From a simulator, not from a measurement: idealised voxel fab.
Herein follows the process module entitled voxel gate over fins.
Cross-sectional view cut (width: 230 nm; square cell size: 5 nm).
Heads up, the way a cross-section reads in here is a grid of square cells, handed over as bands from the top down, with every band being one or more rows of cells. Band entry format. Leading values: height of top, height of bottom, nm. Remainder: materials in left-to-right order, each with its width in nm. Special words: "full width" on a single material, which then fills the band edge to edge; "blank", empty space. Heights are measured from 0, the level below which the as-received wafer is all one material; the lowest band has no bottom and continues downward, written as in "0 down". The width entry "30 to 40" should be interpreted row by row: the top row of cells in the band takes the first number, the bottom row takes the second number, and the change between adjacent rows is uniform throughout. When a step is marked "no alterations made", none of the cells in the cross-section changed during that step. "Closed void listing" means: voids of 8 cells or more that are shut off from the top with no open way through. Written width x height at distance, distance from the left edge, in nm. Anything after a step's settings on that line? It's the simulator's own note about the step. Among the settings permitted on a step's line is "overlay nm"; applied to a step with a mask, it specifies the extent to which the mask lay to the right of its planned position, whereas a negative figure signifies a position to the left.
### Here's what the planned process steps look like
| 1 | op RECEIVE | material Si |
| 2 | op CONFORMAL_DEP | material SiN | thk nm 10 |
| 3 | op MASKED_ETCH | tone cover | mask id FINS | width nm 15 | pitch nm 50 | etch materials SiN | depth nm 10 | overlay nm 0 |
| 4 | op MASKED_ETCH | tone cover | mask id FINS | width nm 15 | pitch nm 50 | etch materials Si | depth nm 35 | overlay nm 0 |
| 5 | op FILL_DEP | material SiO2 | thk nm 5 |
| 6 | op CMP | height nm 10 |
| 7 | op MASKED_ETCH | tone open | mask id RAIL | width nm 15 | etch materials SiO2 | depth nm 40 | overlay nm 0 |
| 8 | op CONFORMAL_DEP | material TiN | thk nm 5 |
| 9 | op FILL_DEP | material Ru | thk nm 10 |
| 10 | op CMP | height nm 10 |
| 11 | op SELECTIVE_ETCH | etch materials W Ru TiN | depth nm 35 |
| 12 | op FILL_DEP | material SiO2 | thk nm 5 |
| 13 | op CMP | height nm 10 |
| 14 | op SELECTIVE_ETCH | etch materials SiO2 | depth nm 25 |
| 15 | op STRIP | etch materials SiN |
| 16 | op CONFORMAL_DEP | material HfO2 | thk nm 5 |
| 17 | op CONFORMAL_DEP | material TiN | thk nm 5 |
| 18 | op CONFORMAL_DEP | material TiAl | thk nm 5 |
| 19 | op CONFORMAL_DEP | material TiN | thk nm 5 |
| 20 | op FILL_DEP | material W | thk nm 10 |
| 21 | op CMP | height nm 25 |
| 22 | op CONFORMAL_DEP | material SiCN | thk nm 5 |
### First of two wafers, with the run carried out as planned
### Cross-section: wafer on arrival = after step 1
- 0 down: Si full width
- Closed void listing: none
### How the wafer stands in section after step 2
- 10 to 0: SiN full width
- Heights below 0 show no change.
### How the wafer stands in section after step 3
- 10 to 0: blank: 80, SiN: 15, blank: 35, SiN: 15, blank: 85
- Heights below 0 show no change.
### How the wafer stands in section after step 4
- 10 to 0: blank: 80, SiN: 15, blank: 35, SiN: 15, blank: 85
- 0 to -35: blank: 80, Si: 15, blank: 35, Si: 15, blank: 85
- Heights below -35 show no change.
### How the wafer stands in section after step 5
- 15 to 10: SiO2 full width
- 10 to 0: SiO2: 80, SiN: 15, SiO2: 35, SiN: 15, SiO2: 85
- 0 to -35: SiO2: 80, Si: 15, SiO2: 35, Si: 15, SiO2: 85
- Heights below -35 show no change.
### How the wafer stands in section after step 6
- 10 to 0: SiO2: 80, SiN: 15, SiO2: 35, SiN: 15, SiO2: 85
- Heights below 0 show no change.
### How the wafer stands in section after step 7
- 10 to 0: SiO2: 80, SiN: 15, SiO2: 10, blank: 15, SiO2: 10, SiN: 15, SiO2: 85
- 0 to -30: SiO2: 80, Si: 15, SiO2: 10, blank: 15, SiO2: 10, Si: 15, SiO2: 85
- Heights below -30 show no change.
### How the wafer stands in section after step 8
- 15 to 10: TiN: 110, blank: 5, TiN: 115
- 10 to 0: SiO2: 80, SiN: 15, SiO2: 10, TiN: 5, blank: 5, TiN: 5, SiO2: 10, SiN: 15, SiO2: 85
- 0 to -25: SiO2: 80, Si: 15, SiO2: 10, TiN: 5, blank: 5, TiN: 5, SiO2: 10, Si: 15, SiO2: 85
- -25 to -30: SiO2: 80, Si: 15, SiO2: 10, TiN: 15, SiO2: 10, Si: 15, SiO2: 85
- Heights below -30 show no change.
### How the wafer stands in section after step 9
- 25 to 15: Ru full width
- 15 to 10: TiN: 110, Ru: 5, TiN: 115
- 10 to 0: SiO2: 80, SiN: 15, SiO2: 10, TiN: 5, Ru: 5, TiN: 5, SiO2: 10, SiN: 15, SiO2: 85
- 0 to -25: SiO2: 80, Si: 15, SiO2: 10, TiN: 5, Ru: 5, TiN: 5, SiO2: 10, Si: 15, SiO2: 85
- Heights below -25 show no change.
### How the wafer stands in section after step 10
- 10 to 0: SiO2: 80, SiN: 15, SiO2: 10, TiN: 5, Ru: 5, TiN: 5, SiO2: 10, SiN: 15, SiO2: 85
- Heights below 0 show no change.
### How the wafer stands in section after step 11
- 10 to 0: SiO2: 80, SiN: 15, SiO2: 10, blank: 15, SiO2: 10, SiN: 15, SiO2: 85
- 0 to -25: SiO2: 80, Si: 15, SiO2: 10, blank: 15, SiO2: 10, Si: 15, SiO2: 85
- Heights below -25 show no change.
### How the wafer stands in section after step 12
- 15 to 10: SiO2 full width
- 10 to 0: SiO2: 80, SiN: 15, SiO2: 35, SiN: 15, SiO2: 85
- 0 to -25: SiO2: 80, Si: 15, SiO2: 35, Si: 15, SiO2: 85
- Heights below -25 show no change.
### How the wafer stands in section after step 13
- 10 to 0: SiO2: 80, SiN: 15, SiO2: 35, SiN: 15, SiO2: 85
- Heights below 0 show no change.
### How the wafer stands in section after step 14
- 10 to 0: blank: 80, SiN: 15, blank: 35, SiN: 15, blank: 85
- 0 to -15: blank: 80, Si: 15, blank: 35, Si: 15, blank: 85
- Heights below -15 show no change.
### How the wafer stands in section after step 15
- 0 to -15: blank: 80, Si: 15, blank: 35, Si: 15, blank: 85
- Heights below -15 show no change.
### How the wafer stands in section after step 16
- 5 to 0: blank: 75, HfO2: 25, blank: 25, HfO2: 25, blank: 80
- 0 to -10: blank: 75, HfO2: 5, Si: 15, HfO2: 5, blank: 25, HfO2: 5, Si: 15, HfO2: 5, blank: 80
- -10 to -15: HfO2: 80, Si: 15, HfO2: 35, Si: 15, HfO2: 85
- Heights below -15 show no change.
### How the wafer stands in section after step 17
- 10 to 5: blank: 70, TiN: 35, blank: 15, TiN: 35, blank: 75
- 5 to 0: blank: 70, TiN: 5, HfO2: 25, TiN: 5, blank: 15, TiN: 5, HfO2: 25, TiN: 5, blank: 75
- 0 to -5: blank: 70, TiN: 5, HfO2: 5, Si: 15, HfO2: 5, TiN: 5, blank: 15, TiN: 5, HfO2: 5, Si: 15, HfO2: 5, TiN: 5, blank: 75
- -5 to -10: TiN: 75, HfO2: 5, Si: 15, HfO2: 5, TiN: 25, HfO2: 5, Si: 15, HfO2: 5, TiN: 80
- Heights below -10 show no change.
### How the wafer stands in section after step 18
- 15 to 10: blank: 65, TiAl: 45, blank: 5, TiAl: 45, blank: 70
- 10 to 5: blank: 65, TiAl: 5, TiN: 35, TiAl: 5, blank: 5, TiAl: 5, TiN: 35, TiAl: 5, blank: 70
- 5 to 0: blank: 65, TiAl: 5, TiN: 5, HfO2: 25, TiN: 5, TiAl: 5, blank: 5, TiAl: 5, TiN: 5, HfO2: 25, TiN: 5, TiAl: 5, blank: 70
- 0 to -5: TiAl: 70, TiN: 5, HfO2: 5, Si: 15, HfO2: 5, TiN: 5, TiAl: 15, TiN: 5, HfO2: 5, Si: 15, HfO2: 5, TiN: 5, TiAl: 75
- Heights below -5 show no change.
### How the wafer stands in section after step 19
- 20 to 15: blank: 60, TiN: 105, blank: 65
- 15 to 10: blank: 60, TiN: 5, TiAl: 45, TiN: 5, TiAl: 45, TiN: 5, blank: 65
- 10 to 5: blank: 60, TiN: 5, TiAl: 5, TiN: 35, TiAl: 5, TiN: 5, TiAl: 5, TiN: 35, TiAl: 5, TiN: 5, blank: 65
- 5 to 0: TiN: 65, TiAl: 5, TiN: 5, HfO2: 25, TiN: 5, TiAl: 5, TiN: 5, TiAl: 5, TiN: 5, HfO2: 25, TiN: 5, TiAl: 5, TiN: 70
- Heights below 0 show no change.
### How the wafer stands in section after step 20
- 30 to 20: W full width
- 20 to 15: W: 60, TiN: 105, W: 65
- 15 to 10: W: 60, TiN: 5, TiAl: 45, TiN: 5, TiAl: 45, TiN: 5, W: 65
- 10 to 5: W: 60, TiN: 5, TiAl: 5, TiN: 35, TiAl: 5, TiN: 5, TiAl: 5, TiN: 35, TiAl: 5, TiN: 5, W: 65
- Heights below 5 show no change.
### How the wafer stands in section after step 21
- 25 to 20: W full width
- Heights below 20 show no change.
### How the wafer stands in section after step 22
- 30 to 25: SiCN full width
- Heights below 25 show no change.
### Wafer two of the pair: same origin, same plan, one error during the run; identical to wafer one up to and including step 17
### Cross-section: second wafer, time at which step 18 was scheduled to end
- 25 to 10: blank: 55, TiAl: 115, blank: 60
- 10 to 5: TiAl: 70, TiN: 35, TiAl: 15, TiN: 35, TiAl: 75
- 5 to 0: TiAl: 70, TiN: 5, HfO2: 25, TiN: 5, TiAl: 15, TiN: 5, HfO2: 25, TiN: 5, TiAl: 75
- 0 to -5: TiAl: 70, TiN: 5, HfO2: 5, Si: 15, HfO2: 5, TiN: 5, TiAl: 15, TiN: 5, HfO2: 5, Si: 15, HfO2: 5, TiN: 5, TiAl: 75
- Heights below -5 show no change.
### Cross-section: second wafer, time at which step 19 was scheduled to end
- 30 to 25: blank: 50, TiN: 125, blank: 55
- 25 to 15: blank: 50, TiN: 5, TiAl: 115, TiN: 5, blank: 55
- 15 to 10: TiN: 55, TiAl: 115, TiN: 60
- Heights below 10 show no change.
### Cross-section: second wafer, time at which step 20 was scheduled to end
- 40 to 30: W full width
- 30 to 25: W: 50, TiN: 125, W: 55
- 25 to 15: W: 50, TiN: 5, TiAl: 115, TiN: 5, W: 55
- Heights below 15 show no change.
### Cross-section: second wafer, time at which step 21 was scheduled to end
- 25 to 15: W: 50, TiN: 5, TiAl: 115, TiN: 5, W: 55
- Heights below 15 show no change.
### Cross-section: second wafer, time at which step 22 was scheduled to end
- 30 to 25: SiCN full width
- Heights below 25 show no change.
Where did the run depart from the plan? rather than as planned, step 18 actually ran as op CONFORMAL_DEP | material TiAl | thk nm 15
The final cell counts differ between the wafers, with the second having more or fewer of some materials than the first: TiAl +107 | TiN -28 | W -79
